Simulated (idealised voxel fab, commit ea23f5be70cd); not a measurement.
The process module that follows is named voxel air gaps.
In the cross-section labelled cut, the width is 290 nm and each square cell is 5 nm.
We lay out every cross-section as a grid of square cells and spell it out in bands from the top down, where one band means one or more rows of cells. The band entry comprises the height of the band's top followed by the height of its bottom, expressed in nm, and subsequently the band's materials from left to right, each stated together with its width in nm. Where a single material is marked with the word "all across", that material fills the band from edge to edge. The word "empty" represents empty space. Note: height 0 marks the level under which the wafer is uniformly one material as received. Lowest band unbounded below, written "0 -> down". The width entry "30->40" should be interpreted row by row: the top row of cells in the band takes the first number, the bottom row takes the second number, and the change between adjacent rows is uniform throughout. What does "identical to before" mean for a step? It means no cell of the cross-section changed in that step. Enclosed voids (no open way to top), threshold 8 cells or more, entry "Completely enclosed voids", notation width x height at distance, distance from left edge, nm. The remark found on a step's line after its settings is issued by the simulator itself and pertains to that step. A step's line can hold "overlay nm"; with a mask on that step, the setting says how far right of the planned place the mask lay, while a negative setting says it lay to the left.
**Intended process steps**
1: op RECEIVE | material Si
2: op CONFORMAL_DEP | material SiO2 | thk nm 15
3: op CONFORMAL_DEP | material SiN | thk nm 5
4: op DIRECTIONAL_DEP | material SiO2 | thk nm 30
5: op DIRECTIONAL_DEP | material aC | thk nm 10
6: op PATTERN | tone open | mask id LINES | material resist | width nm 15 | pitch nm 45 | thk nm 30 | overlay nm 0
7: op DIRECTIONAL_ETCH | etch materials aC | depth nm 10
8: op STRIP | etch materials resist
9: op DIRECTIONAL_ETCH | etch materials SiO2 | depth nm 30
10: op STRIP | etch materials aC
11: op CONFORMAL_DEP | material TiN | thk nm 5
12: op FILL_DEP | material Ru | thk nm 10
13: op CMP | height nm 50
14: op EPI | material Ru | thk nm 10
15: op SELECTIVE_ETCH | etch materials SiO2 | depth nm 40
16: op CONFORMAL_DEP | material SiN | thk nm 5
**Wafer, first of two, run as planned**
**Cross-section of the wafer upon arrival, representing the state reached after step 1**
- 0 -> down | Si all across
- Completely enclosed voids: none
**You're looking at a cross-section of the wafer after step 2**
- 15 -> 0 | SiO2 all across
- No changes below 0.
**You're looking at a cross-section of the wafer after step 3**
- 20 -> 15 | SiN all across
- No changes below 15.
**You're looking at a cross-section of the wafer after step 4**
- 50 -> 20 | SiO2 all across
- No changes below 20.
**You're looking at a cross-section of the wafer after step 5**
- 60 -> 50 | aC all across
- No changes below 50.
**You're looking at a cross-section of the wafer after step 6**
- 90 -> 60 | 70 resist, 15 empty, 30 resist, 15 empty, 30 resist, 15 empty, 30 resist, 15 empty, 70 resist
- No changes below 60.
**You're looking at a cross-section of the wafer after step 7**
- 80 -> 60 | 70 resist, 15 empty, 30 resist, 15 empty, 30 resist, 15 empty, 30 resist, 15 empty, 70 resist
- 60 -> 50 | 70 aC, 15 empty, 30 aC, 15 empty, 30 aC, 15 empty, 30 aC, 15 empty, 70 aC
- No changes below 50.
**You're looking at a cross-section of the wafer after step 8**
- 60 -> 50 | 70 aC, 15 empty, 30 aC, 15 empty, 30 aC, 15 empty, 30 aC, 15 empty, 70 aC
- No changes below 50.
**You're looking at a cross-section of the wafer after step 9**
- 60 -> 50 | 70 aC, 15 empty, 30 aC, 15 empty, 30 aC, 15 empty, 30 aC, 15 empty, 70 aC
- 50 -> 20 | 70 SiO2, 15 empty, 30 SiO2, 15 empty, 30 SiO2, 15 empty, 30 SiO2, 15 empty, 70 SiO2
- No changes below 20.
**You're looking at a cross-section of the wafer after step 10**
- 50 -> 20 | 70 SiO2, 15 empty, 30 SiO2, 15 empty, 30 SiO2, 15 empty, 30 SiO2, 15 empty, 70 SiO2
- No changes below 20.
**You're looking at a cross-section of the wafer after step 11**
- 55 -> 50 | 75 TiN, 5 empty, 40 TiN, 5 empty, 40 TiN, 5 empty, 40 TiN, 5 empty, 75 TiN
- 50 -> 25 | 70 SiO2, 5 TiN, 5 empty, 5 TiN, 30 SiO2, 5 TiN, 5 empty, 5 TiN, 30 SiO2, 5 TiN, 5 empty, 5 TiN, 30 SiO2, 5 TiN, 5 empty, 5 TiN, 70 SiO2
- 25 -> 20 | 70 SiO2, 15 TiN, 30 SiO2, 15 TiN, 30 SiO2, 15 TiN, 30 SiO2, 15 TiN, 70 SiO2
- No changes below 20.
**You're looking at a cross-section of the wafer after step 12**
- 65 -> 55 | Ru all across
- 55 -> 50 | 75 TiN, 5 Ru, 40 TiN, 5 Ru, 40 TiN, 5 Ru, 40 TiN, 5 Ru, 75 TiN
- 50 -> 25 | 70 SiO2, 5 TiN, 5 Ru, 5 TiN, 30 SiO2, 5 TiN, 5 Ru, 5 TiN, 30 SiO2, 5 TiN, 5 Ru, 5 TiN, 30 SiO2, 5 TiN, 5 Ru, 5 TiN, 70 SiO2
- No changes below 25.
**You're looking at a cross-section of the wafer after step 13**
- 50 -> 25 | 70 SiO2, 5 TiN, 5 Ru, 5 TiN, 30 SiO2, 5 TiN, 5 Ru, 5 TiN, 30 SiO2, 5 TiN, 5 Ru, 5 TiN, 30 SiO2, 5 TiN, 5 Ru, 5 TiN, 70 SiO2
- No changes below 25.
**You're looking at a cross-section of the wafer after step 14**
- 60 -> 50 | 60 empty, 35 Ru, 10 empty, 35 Ru, 10 empty, 35 Ru, 10 empty, 35 Ru, 60 empty
- No changes below 50.
**You're looking at a cross-section of the wafer after step 15**
- 60 -> 50 | 60 empty, 35 Ru, 10 empty, 35 Ru, 10 empty, 35 Ru, 10 empty, 35 Ru, 60 empty
- 50 -> 25 | 70 empty, 5 TiN, 5 Ru, 5 TiN, 30 empty, 5 TiN, 5 Ru, 5 TiN, 30 empty, 5 TiN, 5 Ru, 5 TiN, 30 empty, 5 TiN, 5 Ru, 5 TiN, 70 empty
- 25 -> 20 | 70 empty, 15 TiN, 30 empty, 15 TiN, 30 empty, 15 TiN, 30 empty, 15 TiN, 70 empty
- No changes below 20.
**You're looking at a cross-section of the wafer after step 16**
- 65 -> 60 | 55 empty, 180 SiN, 55 empty
- 60 -> 50 | 55 empty, 5 SiN, 35 Ru, 10 SiN, 35 Ru, 10 SiN, 35 Ru, 10 SiN, 35 Ru, 5 SiN, 55 empty
- 50 -> 45 | 55 empty, 15 SiN, 5 TiN, 5 Ru, 5 TiN, 30 SiN, 5 TiN, 5 Ru, 5 TiN, 30 SiN, 5 TiN, 5 Ru, 5 TiN, 30 SiN, 5 TiN, 5 Ru, 5 TiN, 15 SiN, 55 empty
- 45 -> 25 | 65 empty, 5 SiN, 5 TiN, 5 Ru, 5 TiN, 5 SiN, 20 empty, 5 SiN, 5 TiN, 5 Ru, 5 TiN, 5 SiN, 20 empty, 5 SiN, 5 TiN, 5 Ru, 5 TiN, 5 SiN, 20 empty, 5 SiN, 5 TiN, 5 Ru, 5 TiN, 5 SiN, 65 empty
- 25 -> 20 | 70 SiN, 15 TiN, 30 SiN, 15 TiN, 30 SiN, 15 TiN, 30 SiN, 15 TiN, 70 SiN
- No changes below 20.
- Completely enclosed voids: 20 x 20 at 90; 20 x 20 at 135; 20 x 20 at 180
**The second wafer began exactly as the first did and followed the same plan, but one mistake was made while running it; through step 15 inclusive, the two wafers are identical**
**Cross-section of the second wafer corresponding to the planned conclusion of step 16**
- 65 -> 60 | 55 empty, 180 SiO2, 55 empty
- 60 -> 50 | 55 empty, 5 SiO2, 35 Ru, 10 SiO2, 35 Ru, 10 SiO2, 35 Ru, 10 SiO2, 35 Ru, 5 SiO2, 55 empty
- 50 -> 45 | 55 empty, 15 SiO2, 5 TiN, 5 Ru, 5 TiN, 30 SiO2, 5 TiN, 5 Ru, 5 TiN, 30 SiO2, 5 TiN, 5 Ru, 5 TiN, 30 SiO2, 5 TiN, 5 Ru, 5 TiN, 15 SiO2, 55 empty
- 45 -> 25 | 65 empty, 5 SiO2, 5 TiN, 5 Ru, 5 TiN, 5 SiO2, 20 empty, 5 SiO2, 5 TiN, 5 Ru, 5 TiN, 5 SiO2, 20 empty, 5 SiO2, 5 TiN, 5 Ru, 5 TiN, 5 SiO2, 20 empty, 5 SiO2, 5 TiN, 5 Ru, 5 TiN, 5 SiO2, 65 empty
- 25 -> 20 | 70 SiO2, 15 TiN, 30 SiO2, 15 TiN, 30 SiO2, 15 TiN, 30 SiO2, 15 TiN, 70 SiO2
- No changes below 20.
- Completely enclosed voids: 20 x 20 at 90; 20 x 20 at 135; 20 x 20 at 180
The plan and the run diverged here: not per plan at step 16, really ran op CONFORMAL_DEP | material SiO2 | thk nm 5
The final cell counts differ between the wafers, with the second having more or fewer of some materials than the first: SiN -154, SiO2 +154
